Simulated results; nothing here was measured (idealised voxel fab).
process module | voxel quadruple lines
cross-section cut | 230 nm wide | cells 5 nm
A cross-section is a grid of square cells, given in bands from the top down. A band is one or more rows of cells.
Each band's line starts with the height of the band's top and of its bottom, in nm. Then come its materials from left to right, each with its width in nm. One material with "throughout" fills the band from edge to edge. "air" is empty space.
Height 0 is the level under which the wafer as received is all one material. The lowest band goes on downwards, as in "0 down".
A width such as "30 to 40" changes by the same amount from each row of cells to the next, from the band's top row to its bottom row.
"no change" after a step means that no cell of the cross-section changed.
closed voids: empty space of 8 cells or more with no open way to the top, each as width x height at its distance from the left edge, in nm
after a step's settings: what the simulator itself notes on the step
overlay nm, on a step with a mask: how far to the right of its planned place the mask lay; to the left if negative
plan
1 op RECEIVE | material Si
2 op CONFORMAL_DEP | material Al2O3 | thk nm 10
3 op DIRECTIONAL_DEP | material W | thk nm 15
4 op DIRECTIONAL_DEP | material polySi | thk nm 20
5 op DIRECTIONAL_DEP | material aC | thk nm 20
6 op PATTERN | tone cover | mask id MANDREL | material resist | width nm 35 | pitch nm 100 | thk nm 30 | overlay nm 0
7 op DIRECTIONAL_ETCH | etch materials aC | depth nm 20
8 op STRIP | etch materials resist
9 op CONFORMAL_DEP | material SiO2 | thk nm 15
10 op DIRECTIONAL_ETCH | etch materials SiO2 | depth nm 15
11 op STRIP | etch materials aC
12 op DIRECTIONAL_ETCH | etch materials polySi | depth nm 20
13 op STRIP | etch materials SiO2
14 op CONFORMAL_DEP | material SiCN | thk nm 10
15 op DIRECTIONAL_ETCH | etch materials SiCN | depth nm 10
16 op STRIP | etch materials polySi
17 op DIRECTIONAL_ETCH | etch materials W | depth nm 15
18 op STRIP | etch materials SiCN
19 op FILL_DEP | material lowk | thk nm 5
20 op CMP | height nm 25
as received, after step 1
  0 down: Si throughout
  closed voids: none
first wafer at the end, as planned
  25 to 10: lowk 20 | W 10 | lowk 15 | W 10 | lowk 15 | W 10 | lowk 15 | W 10 | lowk 15 | W 10 | lowk 15 | W 10 | lowk 15 | W 10 | lowk 15 | W 10 | lowk 25
  10 to 0: Al2O3 throughout
  0 down: Si throughout
  closed voids: none
second wafer at the end: like start, like plan, one mistake
  25 to 10: lowk 15 | W 10 | lowk 15 | W 10 | lowk 25 | W 10 | lowk 15 | W 10 | lowk 5 | W 10 | lowk 15 | W 10 | lowk 25 | W 10 | lowk 15 | W 10 | lowk 20
  10 to 0: Al2O3 throughout
  0 down: Si throughout
  closed voids: none
what went wrong: step 6 ran as: op PATTERN | tone cover | mask id MANDREL | material resist | width nm 45 | pitch nm 100 | thk nm 30 | overlay nm 0
at the end the second wafer has, in cells: as many of each material as the first, in other places
